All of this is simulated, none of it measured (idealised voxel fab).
Documented hereafter: the process module known as voxel air gaps.
We display cut, a cross-section 150 nm in width whose square cells are each 5 nm.
Just so we're on the same page, the cross-sections are grids of square cells, and they're listed out in bands top to bottom, each band one or more rows deep. Basically the band line says how high the top is and how high the bottom is, in nm, and then what's in it from left to right, every material with its width in nm. Empty space shows up as "empty", and if a single material carries "all across" it runs the full band edge to edge. It should be noted that heights are counted from 0, beneath which the wafer as supplied is of one material throughout, and that the lowest band possesses no lower boundary but continues downward, as written in "0 down". Width spec "30 to 40" -> top row of cells at first value, bottom row at second value, equal per-row change in between. You'll sometimes find "no change occurred" written for a step, and that's the way of saying that nowhere in the cross-section did a cell change during that step. Any empty space of 8 cells or more lacking an open way to the top shows up in "Closed cavity list" as width x height at distance, distance from the left edge, in nm. Post-settings text on a step line: simulator's own remark regarding the step. overlay nm: right-of-plan distance of the mask on a masked step; negative values mean left-of-plan.

List of planned process steps:
| 1 | RECEIVE, material Si |
| 2 | CONFORMAL_DEP, material SiO2, thk nm 15 |
| 3 | CONFORMAL_DEP, material SiN, thk nm 5 |
| 4 | DIRECTIONAL_DEP, material SiO2, thk nm 35 |
| 5 | MASKED_ETCH, tone open, mask id LINES, width nm 20, pitch nm 45, etch materials SiO2, depth nm 35, overlay nm 0 |
| 6 | CONFORMAL_DEP, material TiN, thk nm 5 |
| 7 | FILL_DEP, material Ru, thk nm 5 |
| 8 | CMP, height nm 55 |
| 9 | EPI, material Ru, thk nm 10 |
| 10 | SELECTIVE_ETCH, etch materials SiO2, depth nm 45 |
| 11 | CONFORMAL_DEP, material SiN, thk nm 5 |

Incoming wafer in cross-section (state: after step 1):
0 down  Si all across
Closed cavity list: none

Cross-section at module end, one run error; start and plan unchanged from above:
70 to 65  SiN all across
65 to 55  Ru all across
55 to 20  TiN all across
20 to 15  SiN all across
15 to 0  SiO2 all across
0 down  Si all across
Closed cavity list: none
Nonconformance to the process plan: step 4 deviated from plan and actually ran as DIRECTIONAL_DEP, material TiN, thk nm 35
